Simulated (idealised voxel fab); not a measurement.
The process module presented herein is designated voxel ribs on slabs.
Section cut is 260 nm wide and gridded with 5 nm square cells.
The cross-sections in this document take the form of a grid made of square cells. They are written out as bands, in order from top to bottom. Each band consists of one or more rows of cells.
The entry gives the band's vertical extent as a top height and a bottom height in nm, then its horizontal make-up as materials from left to right, each with a width in nm. "air" stands for empty space; a single material marked "all across" fills the band edge to edge.
Ref level 0: as-received wafer is one material below here. Bottom band extends down with no lower bound ("0..down").
Per-row width for "30 to 40": begins at first number (top row of band), ends at second number (bottom row), increment between rows held constant.
"no change" -> step changed no cross-section cell.
So "Sealed void list" is basically the list of trapped voids: any empty space of 8 cells or more that can't reach the top through an opening. They're written width x height at distance, the distance being from the left edge, and it's all nm.
Step line, after settings: the simulator's comment on this step.
overlay nm: where the mask lay relative to plan, measured to the right, on steps with a mask; negatives go left.
The remainder of this document consists of a sequence of paired cross-sections. Each pair presents the cross-section prior to one process step together with the cross-section following it, the latter being rendered only as deep as the lowest band that underwent change. The intervening step, together with its settings, is stated beneath each pair. Because the pairs may originate from different runs of this module on the same starting wafer, a given pair is to be read as continuing from the preceding pair only where its entry headed "Before this step" so indicates.

Before this step
- 0..down  Si all across
- Sealed void list: none

Resultant Cross-Section
- 30..0  SiO2 all across
- Below 0 it's all the same as before, nothing changed down there.
- Sealed void list: none
Which operation lies between the before and after views above? DIRECTIONAL_DEP,material SiO2,thk nm 30

Before this step: check the pair just above; its after cross-section is our before state.

Resultant Cross-Section
- 45..30  polySi all across
- Below 30 it's all the same as before, nothing changed down there.
- Sealed void list: none
Which operation lies between the before and after views above? DIRECTIONAL_DEP,material polySi,thk nm 15

Before this step: check the pair just above; its after cross-section is our before state.

Resultant Cross-Section
- 55..45  aC all across
- Below 45 it's all the same as before, nothing changed down there.
- Sealed void list: none
Which operation lies between the before and after views above? DIRECTIONAL_DEP,material aC,thk nm 10

Before this step: check the pair just above; its after cross-section is our before state.

Resultant Cross-Section
- 85..55  air: 120  resist: 15  air: 125
- Below 55 it's all the same as before, nothing changed down there.
- Sealed void list: none
Which operation lies between the before and after views above? PATTERN,tone cover,mask id RIB,material resist,width nm 15,thk nm 30,overlay nm 0

Before this step: check the pair just above; its after cross-section is our before state.

Resultant Cross-Section
- 75..55  air: 120  resist: 15  air: 125
- 55..45  air: 120  aC: 15  air: 125
- Below 45 it's all the same as before, nothing changed down there.
- Sealed void list: none
Which operation lies between the before and after views above? DIRECTIONAL_ETCH,etch materials aC,depth nm 10

Before this step: check the pair just above; its after cross-section is our before state.

Resultant Cross-Section
- 55..45  air: 120  aC: 15  air: 125
- Below 45 it's all the same as before, nothing changed down there.
- Sealed void list: none
Which operation lies between the before and after views above? STRIP,etch materials resist

Before this step: check the pair just above; its after cross-section is our before state.

Resultant Cross-Section
- 55..45  air: 120  aC: 15  air: 125
- 45..35  air: 120  polySi: 15  air: 125
- Below 35 it's all the same as before, nothing changed down there.
- Sealed void list: none
Which operation lies between the before and after views above? DIRECTIONAL_ETCH,etch materials polySi,depth nm 10

Before this step: check the pair just above; its after cross-section is our before state.

Resultant Cross-Section
- 45..35  air: 120  polySi: 15  air: 125
- Below 35 it's all the same as before, nothing changed down there.
- Sealed void list: none
Which operation lies between the before and after views above? STRIP,etch materials aC

Before this step: check the pair just above; its after cross-section is our before state.

Resultant Cross-Section
- 45..35  air: 120  polySi: 15  air: 125
- 35..30  air: 90  polySi: 75  air: 95
- Below 30 it's all the same as before, nothing changed down there.
- Sealed void list: none
Which operation lies between the before and after views above? MASKED_ETCH,tone cover,mask id SLAB,width nm 75,etch materials polySi,depth nm 5,overlay nm 0

Before this step: check the pair just above; its after cross-section is our before state.

Resultant Cross-Section
- 60..45  SiO2 all across
- 45..35  SiO2: 120  polySi: 15  SiO2: 125
- 35..30  SiO2: 90  polySi: 75  SiO2: 95
- Below 30 it's all the same as before, nothing changed down there.
- Sealed void list: none
Which operation lies between the before and after views above? FILL_DEP,material SiO2,thk nm 15

Before this step: check the pair just above; its after cross-section is our before state.

Resultant Cross-Section
- 55..45  SiO2 all across
- Below 45 it's all the same as before, nothing changed down there.
- Sealed void list: none
Which operation lies between the before and after views above? CMP,height nm 55

Before this step: check the pair just above; its after cross-section is our before state.

Resultant Cross-Section
- 65..55  W all across
- Below 55 it's all the same as before, nothing changed down there.
- Sealed void list: none
Which operation lies between the before and after views above? DIRECTIONAL_DEP,material W,thk nm 10

Before this step: check the pair just above; its after cross-section is our before state.

Resultant Cross-Section
- 80..65  aC all across
- Below 65 it's all the same as before, nothing changed down there.
- Sealed void list: none
Which operation lies between the before and after views above? DIRECTIONAL_DEP,material aC,thk nm 15

Before this step: check the pair just above; its after cross-section is our before state.

Resultant Cross-Section
- 110..80  air: 115  resist: 25  air: 120
- Below 80 it's all the same as before, nothing changed down there.
- Sealed void list: none
Which operation lies between the before and after views above? PATTERN,tone cover,mask id HEATER,material resist,width nm 25,thk nm 30,overlay nm 0

Before this step: check the pair just above; its after cross-section is our before state.

Resultant Cross-Section
- 95..80  air: 115  resist: 25  air: 120
- 80..65  air: 115  aC: 25  air: 120
- Below 65 it's all the same as before, nothing changed down there.
- Sealed void list: none
Which operation lies between the before and after views above? DIRECTIONAL_ETCH,etch materials aC,depth nm 15

Before this step: check the pair just above; its after cross-section is our before state.

Resultant Cross-Section
- 80..65  air: 115  aC: 25  air: 120
- Below 65 it's all the same as before, nothing changed down there.
- Sealed void list: none
Which operation lies between the before and after views above? STRIP,etch materials resist

Before this step: check the pair just above; its after cross-section is our before state.

Resultant Cross-Section
- 80..65  air: 115  aC: 25  air: 120
- 65..55  air: 115  W: 25  air: 120
- Below 55 it's all the same as before, nothing changed down there.
- Sealed void list: none
Which operation lies between the before and after views above? DIRECTIONAL_ETCH,etch materials W,depth nm 10

Before this step: check the pair just above; its after cross-section is our before state.

Resultant Cross-Section
- 65..55  air: 115  W: 25  air: 120
- Below 55 it's all the same as before, nothing changed down there.
- Sealed void list: none
Which operation lies between the before and after views above? STRIP,etch materials aC

Before this step: check the pair just above; its after cross-section is our before state.

Resultant Cross-Section
- 70..65  air: 110  SiN: 35  air: 115
- 65..60  air: 110  SiN: 5  W: 25  SiN: 5  air: 115
- 60..55  SiN: 115  W: 25  SiN: 120
- Below 55 it's all the same as before, nothing changed down there.
- Sealed void list: none
Which operation lies between the before and after views above? CONFORMAL_DEP,material SiN,thk nm 5

Before this step
- 45..30  polySi all across
- 30..0  SiO2 all across
- 0..down  Si all across
- Sealed void list: none

Resultant Cross-Section
- 60..30  polySi all across
- Below 30 it's all the same as before, nothing changed down there.
- Sealed void list: none
Which operation lies between the before and after views above? DIRECTIONAL_DEP,material polySi,thk nm 15

Before this step: check the pair just above; its after cross-section is our before state.

Resultant Cross-Section
- 70..60  aC all across
- Below 60 it's all the same as before, nothing changed down there.
- Sealed void list: none
Which operation lies between the before and after views above? DIRECTIONAL_DEP,material aC,thk nm 10

Before this step: check the pair just above; its after cross-section is our before state.

Resultant Cross-Section
- 100..70  air: 120  resist: 15  air: 125
- Below 70 it's all the same as before, nothing changed down there.
- Sealed void list: none
Which operation lies between the before and after views above? PATTERN,tone cover,mask id RIB,material resist,width nm 15,thk nm 30,overlay nm 0

Before this step: check the pair just above; its after cross-section is our before state.

Resultant Cross-Section
- 90..70  air: 120  resist: 15  air: 125
- 70..60  air: 120  aC: 15  air: 125
- Below 60 it's all the same as before, nothing changed down there.
- Sealed void list: none
Which operation lies between the before and after views above? DIRECTIONAL_ETCH,etch materials aC,depth nm 10

Before this step: check the pair just above; its after cross-section is our before state.

Resultant Cross-Section
- 70..60  air: 120  aC: 15  air: 125
- Below 60 it's all the same as before, nothing changed down there.
- Sealed void list: none
Which operation lies between the before and after views above? STRIP,etch materials resist

Before this step: check the pair just above; its after cross-section is our before state.

Resultant Cross-Section
- 70..60  air: 120  aC: 15  air: 125
- 60..50  air: 120  polySi: 15  air: 125
- Below 50 it's all the same as before, nothing changed down there.
- Sealed void list: none
Which operation lies between the before and after views above? DIRECTIONAL_ETCH,etch materials polySi,depth nm 10

Before this step: check the pair just above; its after cross-section is our before state.

Resultant Cross-Section
- 60..50  air: 120  polySi: 15  air: 125
- Below 50 it's all the same as before, nothing changed down there.
- Sealed void list: none
Which operation lies between the before and after views above? STRIP,etch materials aC

Before this step: check the pair just above; its after cross-section is our before state.

Resultant Cross-Section
- 60..50  air: 120  polySi: 15  air: 125
- 50..45  air: 90  polySi: 75  air: 95
- Below 45 it's all the same as before, nothing changed down there.
- Sealed void list: none
Which operation lies between the before and after views above? MASKED_ETCH,tone cover,mask id SLAB,width nm 75,etch materials polySi,depth nm 5,overlay nm 0

Before this step: check the pair just above; its after cross-section is our before state.

Resultant Cross-Section
- 75..60  SiO2 all across
- 60..50  SiO2: 120  polySi: 15  SiO2: 125
- 50..45  SiO2: 90  polySi: 75  SiO2: 95
- Below 45 it's all the same as before, nothing changed down there.
- Sealed void list: none
Which operation lies between the before and after views above? FILL_DEP,material SiO2,thk nm 15

Before this step: check the pair just above; its after cross-section is our before state.

Resultant Cross-Section
- 55..45  SiO2: 120 to 90  polySi: 15 to 75  SiO2: 125 to 95
- Below 45 it's all the same as before, nothing changed down there.
- Sealed void list: none
Which operation lies between the before and after views above? CMP,height nm 55

Before this step: check the pair just above; its after cross-section is our before state.

Resultant Cross-Section
- 65..55  W all across
- Below 55 it's all the same as before, nothing changed down there.
- Sealed void list: none
Which operation lies between the before and after views above? DIRECTIONAL_DEP,material W,thk nm 10

Before this step: check the pair just above; its after cross-section is our before state.

Resultant Cross-Section
- 80..65  aC all across
- Below 65 it's all the same as before, nothing changed down there.
- Sealed void list: none
Which operation lies between the before and after views above? DIRECTIONAL_DEP,material aC,thk nm 15

Before this step: check the pair just above; its after cross-section is our before state.

Resultant Cross-Section
- 110..80  air: 115  resist: 25  air: 120
- Below 80 it's all the same as before, nothing changed down there.
- Sealed void list: none
Which operation lies between the before and after views above? PATTERN,tone cover,mask id HEATER,material resist,width nm 25,thk nm 30,overlay nm 0

Before this step: check the pair just above; its after cross-section is our before state.

Resultant Cross-Section
- 95..80  air: 115  resist: 25  air: 120
- 80..65  air: 115  aC: 25  air: 120
- Below 65 it's all the same as before, nothing changed down there.
- Sealed void list: none
Which operation lies between the before and after views above? DIRECTIONAL_ETCH,etch materials aC,depth nm 15

Before this step: check the pair just above; its after cross-section is our before state.

Resultant Cross-Section
- 80..65  air: 115  aC: 25  air: 120
- Below 65 it's all the same as before, nothing changed down there.
- Sealed void list: none
Which operation lies between the before and after views above? STRIP,etch materials resist

Before this step: check the pair just above; its after cross-section is our before state.

Resultant Cross-Section
- 80..65  air: 115  aC: 25  air: 120
- 65..55  air: 115  W: 25  air: 120
- Below 55 it's all the same as before, nothing changed down there.
- Sealed void list: none
Which operation lies between the before and after views above? DIRECTIONAL_ETCH,etch materials W,depth nm 10

Before this step: check the pair just above; its after cross-section is our before state.

Resultant Cross-Section
- 65..55  air: 115  W: 25  air: 120
- Below 55 it's all the same as before, nothing changed down there.
- Sealed void list: none
Which operation lies between the before and after views above? STRIP,etch materials aC

Before this step: check the pair just above; its after cross-section is our before state.

Resultant Cross-Section
- 70..65  air: 110  SiN: 35  air: 115
- 65..60  air: 110  SiN: 5  W: 25  SiN: 5  air: 115
- 60..55  SiN: 115  W: 25  SiN: 120
- Below 55 it's all the same as before, nothing changed down there.
- Sealed void list: none
Which operation lies between the before and after views above? CONFORMAL_DEP,material SiN,thk nm 5

Before this step
- 0..down  Si all across
- Sealed void list: none

Resultant Cross-Section
- 15..0  polySi all across
- Below 0 it's all the same as before, nothing changed down there.
- Sealed void list: none
Which operation lies between the before and after views above? DIRECTIONAL_DEP,material polySi,thk nm 15

Before this step: check the pair just above; its after cross-section is our before state.

Resultant Cross-Section
- 45..15  SiO2 all across
- Below 15 it's all the same as before, nothing changed down there.
- Sealed void list: none
Which operation lies between the before and after views above? DIRECTIONAL_DEP,material SiO2,thk nm 30

Before this step: check the pair just above; its after cross-section is our before state.

Resultant Cross-Section
- 55..45  aC all across
- Below 45 it's all the same as before, nothing changed down there.
- Sealed void list: none
Which operation lies between the before and after views above? DIRECTIONAL_DEP,material aC,thk nm 10

Before this step: check the pair just above; its after cross-section is our before state.

Resultant Cross-Section
- 85..55  air: 120  resist: 15  air: 125
- Below 55 it's all the same as before, nothing changed down there.
- Sealed void list: none
Which operation lies between the before and after views above? PATTERN,tone cover,mask id RIB,material resist,width nm 15,thk nm 30,overlay nm 0

Before this step: check the pair just above; its after cross-section is our before state.

Resultant Cross-Section
- 75..55  air: 120  resist: 15  air: 125
- 55..45  air: 120  aC: 15  air: 125
- Below 45 it's all the same as before, nothing changed down there.
- Sealed void list: none
Which operation lies between the before and after views above? DIRECTIONAL_ETCH,etch materials aC,depth nm 10

Before this step: check the pair just above; its after cross-section is our before state.

Resultant Cross-Section
- 55..45  air: 120  aC: 15  air: 125
- Below 45 it's all the same as before, nothing changed down there.
- Sealed void list: none
Which operation lies between the before and after views above? STRIP,etch materials resist

Before this step: check the pair just above; its after cross-section is our before state.

Resultant Cross-Section
- 45..15  SiO2 all across
- Below 15 it's all the same as before, nothing changed down there.
- Sealed void list: none
Which operation lies between the before and after views above? STRIP,etch materials aC

Before this step: check the pair just above; its after cross-section is our before state.

Resultant Cross-Section
- 60..15  SiO2 all across
- Below 15 it's all the same as before, nothing changed down there.
- Sealed void list: none
Which operation lies between the before and after views above? FILL_DEP,material SiO2,thk nm 15

Before this step: check the pair just above; its after cross-section is our before state.

Resultant Cross-Section
- 55..15  SiO2 all across
- Below 15 it's all the same as before, nothing changed down there.
- Sealed void list: none
Which operation lies between the before and after views above? CMP,height nm 55

Before this step: check the pair just above; its after cross-section is our before state.

Resultant Cross-Section
- 65..55  W all across
- Below 55 it's all the same as before, nothing changed down there.
- Sealed void list: none
Which operation lies between the before and after views above? DIRECTIONAL_DEP,material W,thk nm 10

Before this step: check the pair just above; its after cross-section is our before state.

Resultant Cross-Section
- 80..65  aC all across
- Below 65 it's all the same as before, nothing changed down there.
- Sealed void list: none
Which operation lies between the before and after views above? DIRECTIONAL_DEP,material aC,thk nm 15

Before this step: check the pair just above; its after cross-section is our before state.

Resultant Cross-Section
- 110..80  air: 115  resist: 25  air: 120
- Below 80 it's all the same as before, nothing changed down there.
- Sealed void list: none
Which operation lies between the before and after views above? PATTERN,tone cover,mask id HEATER,material resist,width nm 25,thk nm 30,overlay nm 0

Before this step: check the pair just above; its after cross-section is our before state.

Resultant Cross-Section
- 95..80  air: 115  resist: 25  air: 120
- 80..65  air: 115  aC: 25  air: 120
- Below 65 it's all the same as before, nothing changed down there.
- Sealed void list: none
Which operation lies between the before and after views above? DIRECTIONAL_ETCH,etch materials aC,depth nm 15

Before this step: check the pair just above; its after cross-section is our before state.

Resultant Cross-Section
- 80..65  air: 115  aC: 25  air: 120
- Below 65 it's all the same as before, nothing changed down there.
- Sealed void list: none
Which operation lies between the before and after views above? STRIP,etch materials resist

Before this step: check the pair just above; its after cross-section is our before state.

Resultant Cross-Section
- 80..65  air: 115  aC: 25  air: 120
- 65..55  air: 115  W: 25  air: 120
- Below 55 it's all the same as before, nothing changed down there.
- Sealed void list: none
Which operation lies between the before and after views above? DIRECTIONAL_ETCH,etch materials W,depth nm 10

Before this step: check the pair just above; its after cross-section is our before state.

Resultant Cross-Section
- 65..55  air: 115  W: 25  air: 120
- Below 55 it's all the same as before, nothing changed down there.
- Sealed void list: none
Which operation lies between the before and after views above? STRIP,etch materials aC

Before this step: check the pair just above; its after cross-section is our before state.

Resultant Cross-Section
- 70..65  air: 110  SiN: 35  air: 115
- 65..60  air: 110  SiN: 5  W: 25  SiN: 5  air: 115
- 60..55  SiN: 115  W: 25  SiN: 120
- Below 55 it's all the same as before, nothing changed down there.
- Sealed void list: none
Which operation lies between the before and after views above? CONFORMAL_DEP,material SiN,thk nm 5

Before this step
- 30..0  SiO2 all across
- 0..down  Si all across
- Sealed void list: none

Resultant Cross-Section
- 40..30  polySi all across
- Below 30 it's all the same as before, nothing changed down there.
- Sealed void list: none
Which operation lies between the before and after views above? DIRECTIONAL_DEP,material polySi,thk nm 10

Before this step: check the pair just above; its after cross-section is our before state.

Resultant Cross-Section
- 50..40  aC all across
- Below 40 it's all the same as before, nothing changed down there.
- Sealed void list: none
Which operation lies between the before and after views above? DIRECTIONAL_DEP,material aC,thk nm 10

Before this step: check the pair just above; its after cross-section is our before state.

Resultant Cross-Section
- 80..50  air: 120  resist: 15  air: 125
- Below 50 it's all the same as before, nothing changed down there.
- Sealed void list: none
Which operation lies between the before and after views above? PATTERN,tone cover,mask id RIB,material resist,width nm 15,thk nm 30,overlay nm 0

Before this step: check the pair just above; its after cross-section is our before state.

Resultant Cross-Section
- 70..50  air: 120  resist: 15  air: 125
- 50..40  air: 120  aC: 15  air: 125
- Below 40 it's all the same as before, nothing changed down there.
- Sealed void list: none
Which operation lies between the before and after views above? DIRECTIONAL_ETCH,etch materials aC,depth nm 10

Before this step: check the pair just above; its after cross-section is our before state.

Resultant Cross-Section
- 50..40  air: 120  aC: 15  air: 125
- Below 40 it's all the same as before, nothing changed down there.
- Sealed void list: none
Which operation lies between the before and after views above? STRIP,etch materials resist

Before this step: check the pair just above; its after cross-section is our before state.

Resultant Cross-Section
- 50..40  air: 120  aC: 15  air: 125
- 40..30  air: 120  polySi: 15  air: 125
- Below 30 it's all the same as before, nothing changed down there.
- Sealed void list: none
Which operation lies between the before and after views above? DIRECTIONAL_ETCH,etch materials polySi,depth nm 10

Before this step: check the pair just above; its after cross-section is our before state.

Resultant Cross-Section
- 40..30  air: 120  polySi: 15  air: 125
- Below 30 it's all the same as before, nothing changed down there.
- Sealed void list: none
Which operation lies between the before and after views above? STRIP,etch materials aC

Before this step: check the pair just above; its after cross-section is our before state.

Resultant Cross-Section
- 55..40  SiO2 all across
- 40..30  SiO2: 120  polySi: 15  SiO2: 125
- Below 30 it's all the same as before, nothing changed down there.
- Sealed void list: none
Which operation lies between the before and after views above? FILL_DEP,material SiO2,thk nm 15

Before this step: check the pair just above; its after cross-section is our before state.

Resultant Cross-Section
- 65..55  W all across
- Below 55 it's all the same as before, nothing changed down there.
- Sealed void list: none
Which operation lies between the before and after views above? DIRECTIONAL_DEP,material W,thk nm 10

Before this step: check the pair just above; its after cross-section is our before state.

Resultant Cross-Section
- 80..65  aC all across
- Below 65 it's all the same as before, nothing changed down there.
- Sealed void list: none
Which operation lies between the before and after views above? DIRECTIONAL_DEP,material aC,thk nm 15

Before this step: check the pair just above; its after cross-section is our before state.

Resultant Cross-Section
- 110..80  air: 115  resist: 25  air: 120
- Below 80 it's all the same as before, nothing changed down there.
- Sealed void list: none
Which operation lies between the before and after views above? PATTERN,tone cover,mask id HEATER,material resist,width nm 25,thk nm 30,overlay nm 0

Before this step: check the pair just above; its after cross-section is our before state.

Resultant Cross-Section
- 95..80  air: 115  resist: 25  air: 120
- 80..65  air: 115  aC: 25  air: 120
- Below 65 it's all the same as before, nothing changed down there.
- Sealed void list: none
Which operation lies between the before and after views above? DIRECTIONAL_ETCH,etch materials aC,depth nm 15

Before this step: check the pair just above; its after cross-section is our before state.

Resultant Cross-Section
- 80..65  air: 115  aC: 25  air: 120
- Below 65 it's all the same as before, nothing changed down there.
- Sealed void list: none
Which operation lies between the before and after views above? STRIP,etch materials resist

Before this step: check the pair just above; its after cross-section is our before state.

Resultant Cross-Section
- 80..65  air: 115  aC: 25  air: 120
- 65..55  air: 115  W: 25  air: 120
- Below 55 it's all the same as before, nothing changed down there.
- Sealed void list: none
Which operation lies between the before and after views above? DIRECTIONAL_ETCH,etch materials W,depth nm 10

Before this step: check the pair just above; its after cross-section is our before state.

Resultant Cross-Section
- 65..55  air: 115  W: 25  air: 120
- Below 55 it's all the same as before, nothing changed down there.
- Sealed void list: none
Which operation lies between the before and after views above? STRIP,etch materials aC

Before this step: check the pair just above; its after cross-section is our before state.

Resultant Cross-Section
- 70..65  air: 110  SiN: 35  air: 115
- 65..60  air: 110  SiN: 5  W: 25  SiN: 5  air: 115
- 60..55  SiN: 115  W: 25  SiN: 120
- Below 55 it's all the same as before, nothing changed down there.
- Sealed void list: none
Which operation lies between the before and after views above? CONFORMAL_DEP,material SiN,thk nm 5

Before this step
- 80..65  aC all across
- 65..55  W all across
- 55..45  SiO2 all across
- 45..35  SiO2: 120  polySi: 15  SiO2: 125
- 35..30  SiO2: 90  polySi: 75  SiO2: 95
- 30..0  SiO2 all across
- 0..down  Si all across
- Sealed void list: none

Resultant Cross-Section
- 110..80  air: 110  resist: 35  air: 115
- Below 80 it's all the same as before, nothing changed down there.
- Sealed void list: none
Which operation lies between the before and after views above? PATTERN,tone cover,mask id HEATER,material resist,width nm 35,thk nm 30,overlay nm 0

Before this step: check the pair just above; its after cross-section is our before state.

Resultant Cross-Section
- 95..80  air: 110  resist: 35  air: 115
- 80..65  air: 110  aC: 35  air: 115
- Below 65 it's all the same as before, nothing changed down there.
- Sealed void list: none
Which operation lies between the before and after views above? DIRECTIONAL_ETCH,etch materials aC,depth nm 15

Before this step: check the pair just above; its after cross-section is our before state.

Resultant Cross-Section
- 80..65  air: 110  aC: 35  air: 115
- Below 65 it's all the same as before, nothing changed down there.
- Sealed void list: none
Which operation lies between the before and after views above? STRIP,etch materials resist

Before this step: check the pair just above; its after cross-section is our before state.

Resultant Cross-Section
- 80..65  air: 110  aC: 35  air: 115
- 65..55  air: 110  W: 35  air: 115
- Below 55 it's all the same as before, nothing changed down there.
- Sealed void list: none
Which operation lies between the before and after views above? DIRECTIONAL_ETCH,etch materials W,depth nm 10

Before this step: check the pair just above; its after cross-section is our before state.

Resultant Cross-Section
- 65..55  air: 110  W: 35  air: 115
- Below 55 it's all the same as before, nothing changed down there.
- Sealed void list: none
Which operation lies between the before and after views above? STRIP,etch materials aC

Before this step: check the pair just above; its after cross-section is our before state.

Resultant Cross-Section
- 70..65  air: 105  SiN: 45  air: 110
- 65..60  air: 105  SiN: 5  W: 35  SiN: 5  air: 110
- 60..55  SiN: 110  W: 35  SiN: 115
- Below 55 it's all the same as before, nothing changed down there.
- Sealed void list: none
Which operation lies between the before and after views above? CONFORMAL_DEP,material SiN,thk nm 5

Before this step
- 45..35  air: 120  polySi: 15  air: 125
- 35..30  polySi all across
- 30..0  SiO2 all across
- 0..down  Si all across
- Sealed void list: none

Resultant Cross-Section
- 45..35  air: 120  polySi: 15  air: 125
- 35..30  air: 95  polySi: 75  air: 90
- Below 30 it's all the same as before, nothing changed down there.
- Sealed void list: none
Which operation lies between the before and after views above? MASKED_ETCH,tone cover,mask id SLAB,width nm 75,etch materials polySi,depth nm 5,overlay nm 5

Before this step: check the pair just above; its after cross-section is our before state.

Resultant Cross-Section
- 60..45  SiO2 all across
- 45..35  SiO2: 120  polySi: 15  SiO2: 125
- 35..30  SiO2: 95  polySi: 75  SiO2: 90
- Below 30 it's all the same as before, nothing changed down there.
- Sealed void list: none
Which operation lies between the before and after views above? FILL_DEP,material SiO2,thk nm 15

Before this step: check the pair just above; its after cross-section is our before state.

Resultant Cross-Section
- 55..45  SiO2 all across
- Below 45 it's all the same as before, nothing changed down there.
- Sealed void list: none
Which operation lies between the before and after views above? CMP,height nm 55

Before this step: check the pair just above; its after cross-section is our before state.

Resultant Cross-Section
- 65..55  W all across
- Below 55 it's all the same as before, nothing changed down there.
- Sealed void list: none
Which operation lies between the before and after views above? DIRECTIONAL_DEP,material W,thk nm 10

Before this step: check the pair just above; its after cross-section is our before state.

Resultant Cross-Section
- 80..65  aC all across
- Below 65 it's all the same as before, nothing changed down there.
- Sealed void list: none
Which operation lies between the before and after views above? DIRECTIONAL_DEP,material aC,thk nm 15

Before this step: check the pair just above; its after cross-section is our before state.

Resultant Cross-Section
- 110..80  air: 115  resist: 25  air: 120
- Below 80 it's all the same as before, nothing changed down there.
- Sealed void list: none
Which operation lies between the before and after views above? PATTERN,tone cover,mask id HEATER,material resist,width nm 25,thk nm 30,overlay nm 0

Before this step: check the pair just above; its after cross-section is our before state.

Resultant Cross-Section
- 95..80  air: 115  resist: 25  air: 120
- 80..65  air: 115  aC: 25  air: 120
- Below 65 it's all the same as before, nothing changed down there.
- Sealed void list: none
Which operation lies between the before and after views above? DIRECTIONAL_ETCH,etch materials aC,depth nm 15

Before this step: check the pair just above; its after cross-section is our before state.

Resultant Cross-Section
- 80..65  air: 115  aC: 25  air: 120
- Below 65 it's all the same as before, nothing changed down there.
- Sealed void list: none
Which operation lies between the before and after views above? STRIP,etch materials resist

Before this step: check the pair just above; its after cross-section is our before state.

Resultant Cross-Section
- 80..65  air: 115  aC: 25  air: 120
- 65..55  air: 115  W: 25  air: 120
- Below 55 it's all the same as before, nothing changed down there.
- Sealed void list: none
Which operation lies between the before and after views above? DIRECTIONAL_ETCH,etch materials W,depth nm 10

Before this step: check the pair just above; its after cross-section is our before state.

Resultant Cross-Section
- 65..55  air: 115  W: 25  air: 120
- Below 55 it's all the same as before, nothing changed down there.
- Sealed void list: none
Which operation lies between the before and after views above? STRIP,etch materials aC

Before this step: check the pair just above; its after cross-section is our before state.

Resultant Cross-Section
- 70..65  air: 110  SiN: 35  air: 115
- 65..60  air: 110  SiN: 5  W: 25  SiN: 5  air: 115
- 60..55  SiN: 115  W: 25  SiN: 120
- Below 55 it's all the same as before, nothing changed down there.
- Sealed void list: none
Which operation lies between the before and after views above? CONFORMAL_DEP,material SiN,thk nm 5

Before this step
- 30..0  SiO2 all across
- 0..down  Si all across
- Sealed void list: none

Resultant Cross-Section
- 45..30  SiN all across
- Below 30 it's all the same as before, nothing changed down there.
- Sealed void list: none
Which operation lies between the before and after views above? DIRECTIONAL_DEP,material SiN,thk nm 15

Before this step: check the pair just above; its after cross-section is our before state.

Resultant Cross-Section
- 55..45  aC all across
- Below 45 it's all the same as before, nothing changed down there.
- Sealed void list: none
Which operation lies between the before and after views above? DIRECTIONAL_DEP,material aC,thk nm 10

Before this step: check the pair just above; its after cross-section is our before state.

Resultant Cross-Section
- 85..55  air: 120  resist: 15  air: 125
- Below 55 it's all the same as before, nothing changed down there.
- Sealed void list: none
Which operation lies between the before and after views above? PATTERN,tone cover,mask id RIB,material resist,width nm 15,thk nm 30,overlay nm 0

Before this step: check the pair just above; its after cross-section is our before state.

Resultant Cross-Section
- 75..55  air: 120  resist: 15  air: 125
- 55..45  air: 120  aC: 15  air: 125
- Below 45 it's all the same as before, nothing changed down there.
- Sealed void list: none
Which operation lies between the before and after views above? DIRECTIONAL_ETCH,etch materials aC,depth nm 10

Before this step: check the pair just above; its after cross-section is our before state.

Resultant Cross-Section
- 55..45  air: 120  aC: 15  air: 125
- Below 45 it's all the same as before, nothing changed down there.
- Sealed void list: none
Which operation lies between the before and after views above? STRIP,etch materials resist

Before this step: check the pair just above; its after cross-section is our before state.

Resultant Cross-Section
- 45..30  SiN all across
- Below 30 it's all the same as before, nothing changed down there.
- Sealed void list: none
Which operation lies between the before and after views above? STRIP,etch materials aC

Before this step: check the pair just above; its after cross-section is our before state.

Resultant Cross-Section
- 60..45  SiO2 all across
- Below 45 it's all the same as before, nothing changed down there.
- Sealed void list: none
Which operation lies between the before and after views above? FILL_DEP,material SiO2,thk nm 15

Before this step: check the pair just above; its after cross-section is our before state.

Resultant Cross-Section
- 55..45  SiO2 all across
- Below 45 it's all the same as before, nothing changed down there.
- Sealed void list: none
Which operation lies between the before and after views above? CMP,height nm 55

Before this step: check the pair just above; its after cross-section is our before state.

Resultant Cross-Section
- 65..55  W all across
- Below 55 it's all the same as before, nothing changed down there.
- Sealed void list: none
Which operation lies between the before and after views above? DIRECTIONAL_DEP,material W,thk nm 10

Before this step: check the pair just above; its after cross-section is our before state.

Resultant Cross-Section
- 80..65  aC all across
- Below 65 it's all the same as before, nothing changed down there.
- Sealed void list: none
Which operation lies between the before and after views above? DIRECTIONAL_DEP,material aC,thk nm 15

Before this step: check the pair just above; its after cross-section is our before state.

Resultant Cross-Section
- 110..80  air: 115  resist: 25  air: 120
- Below 80 it's all the same as before, nothing changed down there.
- Sealed void list: none
Which operation lies between the before and after views above? PATTERN,tone cover,mask id HEATER,material resist,width nm 25,thk nm 30,overlay nm 0

Before this step: check the pair just above; its after cross-section is our before state.

Resultant Cross-Section
- 95..80  air: 115  resist: 25  air: 120
- 80..65  air: 115  aC: 25  air: 120
- Below 65 it's all the same as before, nothing changed down there.
- Sealed void list: none
Which operation lies between the before and after views above? DIRECTIONAL_ETCH,etch materials aC,depth nm 15

Before this step: check the pair just above; its after cross-section is our before state.

Resultant Cross-Section
- 80..65  air: 115  aC: 25  air: 120
- Below 65 it's all the same as before, nothing changed down there.
- Sealed void list: none
Which operation lies between the before and after views above? STRIP,etch materials resist

Before this step: check the pair just above; its after cross-section is our before state.

Resultant Cross-Section
- 80..65  air: 115  aC: 25  air: 120
- 65..55  air: 115  W: 25  air: 120
- Below 55 it's all the same as before, nothing changed down there.
- Sealed void list: none
Which operation lies between the before and after views above? DIRECTIONAL_ETCH,etch materials W,depth nm 10

Before this step: check the pair just above; its after cross-section is our before state.

Resultant Cross-Section
- 65..55  air: 115  W: 25  air: 120
- Below 55 it's all the same as before, nothing changed down there.
- Sealed void list: none
Which operation lies between the before and after views above? STRIP,etch materials aC

Before this step: check the pair just above; its after cross-section is our before state.

Resultant Cross-Section
- 70..65  air: 110  SiN: 35  air: 115
- 65..60  air: 110  SiN: 5  W: 25  SiN: 5  air: 115
- 60..55  SiN: 115  W: 25  SiN: 120
- Below 55 it's all the same as before, nothing changed down there.
- Sealed void list: none
Which operation lies between the before and after views above? CONFORMAL_DEP,material SiN,thk nm 5

Before this step
- 45..35  air: 120  polySi: 15  air: 125
- 35..30  polySi all across
- 30..0  SiO2 all across
- 0..down  Si all across
- Sealed void list: none

Resultant Cross-Section
- 40..35  air: 120  polySi: 15  air: 125
- 35..30  polySi: 90  air: 30  polySi: 15  air: 30  polySi: 95
- Below 30 it's all the same as before, nothing changed down there.
- Sealed void list: none
Which operation lies between the before and after views above? MASKED_ETCH,tone open,mask id SLAB,width nm 75,etch materials polySi,depth nm 5,overlay nm 0
